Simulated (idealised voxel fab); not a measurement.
The name of this process module is voxel capacitor over wiring.
Pictured: cross-section cut, 165 nm wide, on a grid of 5 nm square cells.
Each cross-section below is a grid of square cells, stated as bands in top-down order, with one or more rows of cells making up each band. In this notation a band is specified by the heights of its top and bottom, in that order and in nm, after which its materials appear from left to right, each paired with its width in nm. The word "full width" attached to a single material means that material fills the band from edge to edge; the word "air" stands for empty space. Ref level 0: as-received wafer is one material below here. Bottom band extends down with no lower bound ("0 down"). The expression "30 to 40" gives the width at the extremes of the band, the first number at its top row of cells and the second at its bottom row, with the width changing by equal amounts from each row to the next in between. "remained the same", as given for a step, is the statement that not any cell of the cross-section underwent a change during that step. This entry, "Enclosed internal cavities", enumerates those empty regions of no fewer than 8 cells that possess no open connection to the top. Each region is reported in the form width x height at distance, the distance being taken from the left edge, with all three quantities expressed in nm. Heads up: the bit after the settings on a step's line is the simulator's remark on that step. "overlay nm" on a masked step: distance the mask lay right of its planned place, negative for left. Before/after cross-section pairs, one process step each; after shown to lowest changed band; step and settings beneath. Pairs may be from different runs of this module on the same starting wafer; a pair continues from the one above only where its "Pre-step condition" entry says so.

-- Pre-step condition
  125 to 105  resist (45) / air (15) / resist (105)
  105 to 95  SiO2 full width
  95 to 85  SiO2 (35) / TiN (70) / SiO2 (60)
  85 to 80  SiO2 (35) / SiN (70) / SiO2 (60)
  80 to 75  SiO2 (35) / TiN (70) / SiO2 (60)
  75 to 55  SiO2 (35) / TiN (5) / W (5) / TiN (5) / SiO2 (115)
  55 to 50  SiCN (35) / TiN (15) / SiCN (115)
  50 to 45  SiCN (15) / Ru (40) / SiCN (55) / Ru (40) / SiCN (15)
  45 to 20  SiO2 (20) / TiN (5) / Ru (20) / TiN (5) / SiO2 (65) / TiN (5) / Ru (20) / TiN (5) / SiO2 (20)
  20 to 15  SiCN (20) / TiN (30) / SiCN (65) / TiN (30) / SiCN (20)
  15 to 0  SiO2 full width
  0 down  Si full width
  Enclosed internal cavities: none

-- Post-Process View
  125 to 105  resist (45) / air (15) / resist (105)
  105 to 95  SiO2 (45) / air (15) / SiO2 (105)
  Below a height of 95, the structure has not been altered.
  Enclosed internal cavities: none
The process step separating the two cross-sections depicted above is as follows: op DIRECTIONAL_ETCH | etch materials SiO2 | depth nm 10

Pre-step condition: For the state before this step, see the after cross-section of the pair located directly above.

-- Post-Process View
  105 to 95  SiO2 (45) / air (15) / SiO2 (105)
  Below a height of 95, the structure has not been altered.
  Enclosed internal cavities: none
The process step separating the two cross-sections depicted above is as follows: op STRIP | etch materials resist

Pre-step condition: For the state before this step, see the after cross-section of the pair located directly above.

-- Post-Process View
  110 to 105  TiN (50) / air (5) / TiN (110)
  105 to 100  SiO2 (45) / TiN (5) / air (5) / TiN (5) / SiO2 (105)
  100 to 95  SiO2 (45) / TiN (15) / SiO2 (105)
  Below a height of 95, the structure has not been altered.
  Enclosed internal cavities: none
The process step separating the two cross-sections depicted above is as follows: op CONFORMAL_DEP | material TiN | thk nm 5

Pre-step condition: For the state before this step, see the after cross-section of the pair located directly above.

-- Post-Process View
  115 to 110  Cu full width
  110 to 105  TiN (50) / Cu (5) / TiN (110)
  105 to 100  SiO2 (45) / TiN (5) / Cu (5) / TiN (5) / SiO2 (105)
  Below a height of 100, the structure has not been altered.
  Enclosed internal cavities: none
The process step separating the two cross-sections depicted above is as follows: op FILL_DEP | material Cu | thk nm 5

Pre-step condition: For the state before this step, see the after cross-section of the pair located directly above.

-- Post-Process View
  105 to 100  SiO2 (45) / TiN (5) / Cu (5) / TiN (5) / SiO2 (105)
  Below a height of 100, the structure has not been altered.
  Enclosed internal cavities: none
The process step separating the two cross-sections depicted above is as follows: op CMP | height nm 105

Pre-step condition: For the state before this step, see the after cross-section of the pair located directly above.

-- Post-Process View
  110 to 105  SiCN full width
  Below a height of 105, the structure has not been altered.
  Enclosed internal cavities: none
The process step separating the two cross-sections depicted above is as follows: op CONFORMAL_DEP | material SiCN | thk nm 5

-- Pre-step condition
  95 to 85  air (35) / TiN (70) / air (60)
  85 to 80  air (35) / SiN (70) / air (60)
  80 to 75  TiN full width
  75 to 55  SiO2 (35) / TiN (5) / W (5) / TiN (5) / SiO2 (115)
  55 to 50  SiCN (35) / TiN (15) / SiCN (115)
  50 to 45  SiCN (15) / Ru (40) / SiCN (55) / Ru (40) / SiCN (15)
  45 to 20  SiO2 (20) / TiN (5) / Ru (20) / TiN (5) / SiO2 (65) / TiN (5) / Ru (20) / TiN (5) / SiO2 (20)
  20 to 15  SiCN (20) / TiN (30) / SiCN (65) / TiN (30) / SiCN (20)
  15 to 0  SiO2 full width
  0 down  Si full width
  Enclosed internal cavities: none

-- Post-Process View
  110 to 95  air (20) / resist (80) / air (65)
  95 to 85  air (20) / resist (15) / TiN (70) / air (60)
  85 to 80  air (20) / resist (15) / SiN (70) / air (60)
  Below a height of 80, the structure has not been altered.
  Enclosed internal cavities: none
The process step separating the two cross-sections depicted above is as follows: op PATTERN | tone cover | mask id LOWER_PLATE | material resist | width nm 80 | thk nm 15 | overlay nm -10

Pre-step condition: For the state before this step, see the after cross-section of the pair located directly above.

-- Post-Process View
  110 to 95  air (20) / resist (80) / air (65)
  95 to 85  air (20) / resist (15) / TiN (65 to 70) / air (65 to 60)
  85 to 80  air (20) / resist (15) / SiN (70) / air (60)
  80 to 75  air (20) / TiN (85) / air (60)
  Below a height of 75, the structure has not been altered.
  Enclosed internal cavities: none
The process step separating the two cross-sections depicted above is as follows: op DIRECTIONAL_ETCH | etch materials TiN | depth nm 5

Pre-step condition: For the state before this step, see the after cross-section of the pair located directly above.

-- Post-Process View
  95 to 85  air (35) / TiN (65 to 70) / air (65 to 60)
  85 to 80  air (35) / SiN (70) / air (60)
  Below a height of 80, the structure has not been altered.
  Enclosed internal cavities: none
The process step separating the two cross-sections depicted above is as follows: op STRIP | etch materials resist

Pre-step condition: For the state before this step, see the after cross-section of the pair located directly above.

-- Post-Process View
  110 to 95  SiO2 full width
  95 to 85  SiO2 (35) / TiN (65 to 70) / SiO2 (65 to 60)
  85 to 80  SiO2 (35) / SiN (70) / SiO2 (60)
  80 to 75  SiO2 (20) / TiN (85) / SiO2 (60)
  Below a height of 75, the structure has not been altered.
  Enclosed internal cavities: none
The process step separating the two cross-sections depicted above is as follows: op FILL_DEP | material SiO2 | thk nm 15

Pre-step condition: For the state before this step, see the after cross-section of the pair located directly above.

-- Post-Process View
  105 to 95  SiO2 full width
  Below a height of 95, the structure has not been altered.
  Enclosed internal cavities: none
The process step separating the two cross-sections depicted above is as follows: op CMP | height nm 105

Pre-step condition: For the state before this step, see the after cross-section of the pair located directly above.

-- Post-Process View
  125 to 105  resist (45) / air (15) / resist (105)
  Below a height of 105, the structure has not been altered.
  Enclosed internal cavities: none
The process step separating the two cross-sections depicted above is as follows: op PATTERN | tone open | mask id PLUG_2 | material resist | width nm 15 | thk nm 20 | overlay nm 0

Pre-step condition: For the state before this step, see the after cross-section of the pair located directly above.

-- Post-Process View
  125 to 105  resist (45) / air (15) / resist (105)
  105 to 95  SiO2 (45) / air (15) / SiO2 (105)
  Below a height of 95, the structure has not been altered.
  Enclosed internal cavities: none
The process step separating the two cross-sections depicted above is as follows: op DIRECTIONAL_ETCH | etch materials SiO2 | depth nm 10

Pre-step condition: For the state before this step, see the after cross-section of the pair located directly above.

-- Post-Process View
  105 to 95  SiO2 (45) / air (15) / SiO2 (105)
  Below a height of 95, the structure has not been altered.
  Enclosed internal cavities: none
The process step separating the two cross-sections depicted above is as follows: op STRIP | etch materials resist

Pre-step condition: For the state before this step, see the after cross-section of the pair located directly above.

-- Post-Process View
  110 to 105  TiN (50) / air (5) / TiN (110)
  105 to 100  SiO2 (45) / TiN (5) / air (5) / TiN (5) / SiO2 (105)
  100 to 90  SiO2 (45 to 35) / TiN (15 to 65) / SiO2 (105 to 65)
  Below a height of 90, the structure has not been altered.
  Enclosed internal cavities: none
The process step separating the two cross-sections depicted above is as follows: op CONFORMAL_DEP | material TiN | thk nm 5

Pre-step condition: For the state before this step, see the after cross-section of the pair located directly above.

-- Post-Process View
  115 to 110  Cu full width
  110 to 105  TiN (50) / Cu (5) / TiN (110)
  105 to 100  SiO2 (45) / TiN (5) / Cu (5) / TiN (5) / SiO2 (105)
  Below a height of 100, the structure has not been altered.
  Enclosed internal cavities: none
The process step separating the two cross-sections depicted above is as follows: op FILL_DEP | material Cu | thk nm 5

Pre-step condition: For the state before this step, see the after cross-section of the pair located directly above.

-- Post-Process View
  105 to 100  SiO2 (45) / TiN (5) / Cu (5) / TiN (5) / SiO2 (105)
  Below a height of 100, the structure has not been altered.
  Enclosed internal cavities: none
The process step separating the two cross-sections depicted above is as follows: op CMP | height nm 105

Pre-step condition: For the state before this step, see the after cross-section of the pair located directly above.

-- Post-Process View
  110 to 105  SiCN full width
  Below a height of 105, the structure has not been altered.
  Enclosed internal cavities: none
The process step separating the two cross-sections depicted above is as follows: op CONFORMAL_DEP | material SiCN | thk nm 5

-- Pre-step condition
  95 to 85  air (35) / TiN (70) / air (60)
  85 to 80  air (35) / SiN (70) / air (60)
  80 to 75  air (30) / TiN (80) / air (55)
  75 to 55  SiO2 (35) / TiN (5) / W (5) / TiN (5) / SiO2 (115)
  55 to 50  SiCN (35) / TiN (15) / SiCN (115)
  50 to 45  SiCN (15) / Ru (40) / SiCN (55) / Ru (40) / SiCN (15)
  45 to 20  SiO2 (20) / TiN (5) / Ru (20) / TiN (5) / SiO2 (65) / TiN (5) / Ru (20) / TiN (5) / SiO2 (20)
  20 to 15  SiCN (20) / TiN (30) / SiCN (65) / TiN (30) / SiCN (20)
  15 to 0  SiO2 full width
  0 down  Si full width
  Enclosed internal cavities: none

-- Post-Process View
  110 to 95  aC full width
  95 to 85  aC (35) / TiN (70) / aC (60)
  85 to 80  aC (35) / SiN (70) / aC (60)
  80 to 75  aC (30) / TiN (80) / aC (55)
  Below a height of 75, the structure has not been altered.
  Enclosed internal cavities: none
The process step separating the two cross-sections depicted above is as follows: op FILL_DEP | material aC | thk nm 15

Pre-step condition: For the state before this step, see the after cross-section of the pair located directly above.

-- Post-Process View
  105 to 95  aC full width
  Below a height of 95, the structure has not been altered.
  Enclosed internal cavities: none
The process step separating the two cross-sections depicted above is as follows: op CMP | height nm 105

Pre-step condition: For the state before this step, see the after cross-section of the pair located directly above.

-- Post-Process View
  125 to 105  resist (45) / air (15) / resist (105)
  Below a height of 105, the structure has not been altered.
  Enclosed internal cavities: none
The process step separating the two cross-sections depicted above is as follows: op PATTERN | tone open | mask id PLUG_2 | material resist | width nm 15 | thk nm 20 | overlay nm 0

Pre-step condition: For the state before this step, see the after cross-section of the pair located directly above.

-- Post-Process View
  105 to 95  aC full width
  Below a height of 95, the structure has not been altered.
  Enclosed internal cavities: none
The process step separating the two cross-sections depicted above is as follows: op STRIP | etch materials resist

Pre-step condition: For the state before this step, see the after cross-section of the pair located directly above.

-- Post-Process View
  110 to 105  TiN full width
  Below a height of 105, the structure has not been altered.
  Enclosed internal cavities: none
The process step separating the two cross-sections depicted above is as follows: op CONFORMAL_DEP | material TiN | thk nm 5

Pre-step condition: For the state before this step, see the after cross-section of the pair located directly above.

-- Post-Process View
  115 to 110  Cu full width
  Below a height of 110, the structure has not been altered.
  Enclosed internal cavities: none
The process step separating the two cross-sections depicted above is as follows: op FILL_DEP | material Cu | thk nm 5

Pre-step condition: For the state before this step, see the after cross-section of the pair located directly above.

-- Post-Process View
  105 to 95  aC full width
  Below a height of 95, the structure has not been altered.
  Enclosed internal cavities: none
The process step separating the two cross-sections depicted above is as follows: op CMP | height nm 105

Pre-step condition: For the state before this step, see the after cross-section of the pair located directly above.

-- Post-Process View
  110 to 105  SiCN full width
  Below a height of 105, the structure has not been altered.
  Enclosed internal cavities: none
The process step separating the two cross-sections depicted above is as follows: op CONFORMAL_DEP | material SiCN | thk nm 5

-- Pre-step condition
  95 to 85  TiN full width
  85 to 80  SiN full width
  80 to 75  TiN full width
  75 to 55  SiO2 (35) / TiN (5) / W (5) / TiN (5) / SiO2 (115)
  55 to 50  SiCN (35) / TiN (15) / SiCN (115)
  50 to 45  SiCN (15) / Ru (40) / SiCN (55) / Ru (40) / SiCN (15)
  45 to 20  SiO2 (20) / TiN (5) / Ru (20) / TiN (5) / SiO2 (65) / TiN (5) / Ru (20) / TiN (5) / SiO2 (20)
  20 to 15  SiCN (20) / TiN (30) / SiCN (65) / TiN (30) / SiCN (20)
  15 to 0  SiO2 full width
  0 down  Si full width
  Enclosed internal cavities: none

-- Post-Process View
  95 to 85  TiN (35) / air (70) / TiN (60)
  Below a height of 85, the structure has not been altered.
  Enclosed internal cavities: none
The process step separating the two cross-sections depicted above is as follows: op MASKED_ETCH | tone open | mask id UPPER_PLATE | width nm 70 | etch materials TiN | depth nm 10 | overlay nm 0

Pre-step condition: For the state before this step, see the after cross-section of the pair located directly above.

-- Post-Process View
  110 to 95  air (30) / resist (80) / air (55)
  95 to 85  TiN (35) / resist (70) / TiN (60)
  Below a height of 85, the structure has not been altered.
  Enclosed internal cavities: none
The process step separating the two cross-sections depicted above is as follows: op PATTERN | tone cover | mask id LOWER_PLATE | material resist | width nm 80 | thk nm 15 | overlay nm 0

Pre-step condition: For the state before this step, see the after cross-section of the pair located directly above.

-- Post-Process View
  110 to 95  air (30) / resist (80) / air (55)
  95 to 90  air (30) / TiN (5) / resist (70) / TiN (5) / air (55)
  Below a height of 90, the structure has not been altered.
  Enclosed internal cavities: none
The process step separating the two cross-sections depicted above is as follows: op DIRECTIONAL_ETCH | etch materials TiN | depth nm 5

Pre-step condition: For the state before this step, see the after cross-section of the pair located directly above.

-- Post-Process View
  95 to 90  air (30) / TiN (5) / air (70) / TiN (5) / air (55)
  90 to 85  TiN (35) / air (70) / TiN (60)
  Below a height of 85, the structure has not been altered.
  Enclosed internal cavities: none
The process step separating the two cross-sections depicted above is as follows: op STRIP | etch materials resist

Pre-step condition: For the state before this step, see the after cross-section of the pair located directly above.

-- Post-Process View
  110 to 95  SiO2 full width
  95 to 90  SiO2 (30) / TiN (5) / SiO2 (70) / TiN (5) / SiO2 (55)
  90 to 85  TiN (35) / SiO2 (70) / TiN (60)
  Below a height of 85, the structure has not been altered.
  Enclosed internal cavities: none
The process step separating the two cross-sections depicted above is as follows: op FILL_DEP | material SiO2 | thk nm 15

Pre-step condition: For the state before this step, see the after cross-section of the pair located directly above.

-- Post-Process View
  105 to 95  SiO2 full width
  Below a height of 95, the structure has not been altered.
  Enclosed internal cavities: none
The process step separating the two cross-sections depicted above is as follows: op CMP | height nm 105

Pre-step condition: For the state before this step, see the after cross-section of the pair located directly above.

-- Post-Process View
  125 to 105  resist (45) / air (15) / resist (105)
  Below a height of 105, the structure has not been altered.
  Enclosed internal cavities: none
The process step separating the two cross-sections depicted above is as follows: op PATTERN | tone open | mask id PLUG_2 | material resist | width nm 15 | thk nm 20 | overlay nm 0

Pre-step condition: For the state before this step, see the after cross-section of the pair located directly above.

-- Post-Process View
  125 to 105  resist (45) / air (15) / resist (105)
  105 to 95  SiO2 (45) / air (15) / SiO2 (105)
  Below a height of 95, the structure has not been altered.
  Enclosed internal cavities: none
The process step separating the two cross-sections depicted above is as follows: op DIRECTIONAL_ETCH | etch materials SiO2 | depth nm 10

Pre-step condition: For the state before this step, see the after cross-section of the pair located directly above.

-- Post-Process View
  105 to 95  SiO2 (45) / air (15) / SiO2 (105)
  Below a height of 95, the structure has not been altered.
  Enclosed internal cavities: none
The process step separating the two cross-sections depicted above is as follows: op STRIP | etch materials resist

Pre-step condition: For the state before this step, see the after cross-section of the pair located directly above.

-- Post-Process View
  110 to 105  TiN (50) / air (5) / TiN (110)
  105 to 100  SiO2 (45) / TiN (5) / air (5) / TiN (5) / SiO2 (105)
  100 to 95  SiO2 (45) / TiN (15) / SiO2 (105)
  Below a height of 95, the structure has not been altered.
  Enclosed internal cavities: none
The process step separating the two cross-sections depicted above is as follows: op CONFORMAL_DEP | material TiN | thk nm 5

Pre-step condition: For the state before this step, see the after cross-section of the pair located directly above.

-- Post-Process View
  115 to 110  Cu full width
  110 to 105  TiN (50) / Cu (5) / TiN (110)
  105 to 100  SiO2 (45) / TiN (5) / Cu (5) / TiN (5) / SiO2 (105)
  Below a height of 100, the structure has not been altered.
  Enclosed internal cavities: none
The process step separating the two cross-sections depicted above is as follows: op FILL_DEP | material Cu | thk nm 5

Pre-step condition: For the state before this step, see the after cross-section of the pair located directly above.

-- Post-Process View
  105 to 100  SiO2 (45) / TiN (5) / Cu (5) / TiN (5) / SiO2 (105)
  Below a height of 100, the structure has not been altered.
  Enclosed internal cavities: none
The process step separating the two cross-sections depicted above is as follows: op CMP | height nm 105

Pre-step condition: For the state before this step, see the after cross-section of the pair located directly above.

-- Post-Process View
  110 to 105  SiCN full width
  Below a height of 105, the structure has not been altered.
  Enclosed internal cavities: none
The process step separating the two cross-sections depicted above is as follows: op CONFORMAL_DEP | material SiCN | thk nm 5
